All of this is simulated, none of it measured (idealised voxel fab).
Process module in this document: voxel local oxidation
For reference, the cross-section in this document is cut, with width 240 nm and square cells of 5 nm.
For the purposes of this document, a cross-section shall be understood as a grid of square cells, specified as bands listed in top-to-bottom order, each band consisting of one or more rows of cells.
First you get the band's top height and its bottom height, in nm, and then the materials it's made of, left to right, with each width in nm. If you see a single material with "edge to edge", that one covers the band edge to edge. "empty" is empty space.
Note: height 0 marks the level under which the wafer is uniformly one material as received. Lowest band unbounded below, written "0 and below".
Note: "30 to 40" means the width goes from the first number (top row of the band) to the second number (bottom row) in equal steps per row of cells.
"remained the same", as given for a step, is the statement that not any cell of the cross-section underwent a change during that step.
Look at "Catalogued sealed voids" for the closed voids: empty spaces with no open path to the top, sized 8 cells or up. Each is width x height at distance, distance from the left edge, all nm.
Anything after a step's settings on that line? It's the simulator's own note about the step.
Each step line may optionally specify "overlay nm", which for a step with a mask gives the rightward distance between the mask's planned place and where it lay, a negative value indicating the leftward direction.

### Process steps (planned)
1) RECEIVE with material Si
2) OXIDIZE with depth nm 5
3) CONFORMAL_DEP with material SiN, thk nm 15
4) MASKED_ETCH with tone cover, mask id ACTIVE, width nm 115, etch materials SiN, depth nm 15, overlay nm 0
5) SELECTIVE_ETCH with etch materials SiO2, depth nm 5
6) OXIDIZE with depth nm 10
7) STRIP with etch materials SiN

### First wafer, two in total, run as planned

### Cross-section of the incoming wafer, state after step 1
    0 and below: Si edge to edge
    Catalogued sealed voids: none

### State of the wafer after step 2, shown in cross-section
    0 down to -5: SiO2 edge to edge
    Under -5: no change, same as before.

### State of the wafer after step 3, shown in cross-section
    15 down to 0: SiN edge to edge
    Under 0: no change, same as before.

### State of the wafer after step 4, shown in cross-section
    15 down to 0: empty 60 nm / SiN 115 nm / empty 65 nm
    Under 0: no change, same as before.

### State of the wafer after step 5, shown in cross-section
    15 down to 0: empty 60 nm / SiN 115 nm / empty 65 nm
    0 down to -5: empty 65 nm / SiO2 105 nm / empty 70 nm
    Under -5: no change, same as before.

### State of the wafer after step 6, shown in cross-section
    15 down to 0: empty 60 nm / SiN 115 nm / empty 65 nm
    0 down to -5: empty 65 nm / SiO2 105 nm / empty 70 nm
    -5 down to -15: SiO2 75 nm / Si 85 nm / SiO2 80 nm
    Under -15: no change, same as before.

### State of the wafer after step 7, shown in cross-section
    0 down to -5: empty 65 nm / SiO2 105 nm / empty 70 nm
    Under -5: no change, same as before.

### It is to be noted that the second wafer proceeded from the same initial state and according to the same plan as the first, although one mistake was committed in its execution; through step 3, inclusive, the two wafers share an identical history

### Cross-sectional representation of the second wafer at the time designated in the plan for the completion of step 4
    15 down to 0: SiN 60 nm / empty 115 nm / SiN 65 nm
    Under 0: no change, same as before.

### Cross-sectional representation of the second wafer at the time designated in the plan for the completion of step 5
    15 down to 0: SiN 60 nm / empty 115 nm / SiN 65 nm
    0 down to -5: SiO2 55 nm / empty 125 nm / SiO2 60 nm
    Under -5: no change, same as before.

### Cross-sectional representation of the second wafer at the time designated in the plan for the completion of step 6
    15 down to 0: SiN 60 nm / empty 115 nm / SiN 65 nm
    0 down to -5: SiO2 55 nm / empty 125 nm / SiO2 60 nm
    -5 down to -15: Si 45 nm / SiO2 145 nm / Si 50 nm
    Under -15: no change, same as before.

### Cross-sectional representation of the second wafer at the time designated in the plan for the completion of step 7
    0 down to -5: SiO2 55 nm / empty 125 nm / SiO2 60 nm
    Under -5: no change, same as before.
Deviation from plan: step 4 deviated from plan and actually ran as MASKED_ETCH with tone open, mask id ACTIVE, width nm 115, etch materials SiN, depth nm 15, overlay nm 0
Wafer comparison, final, in cells, second relative to first, materials more or fewer: +4 Si; -2 SiO2
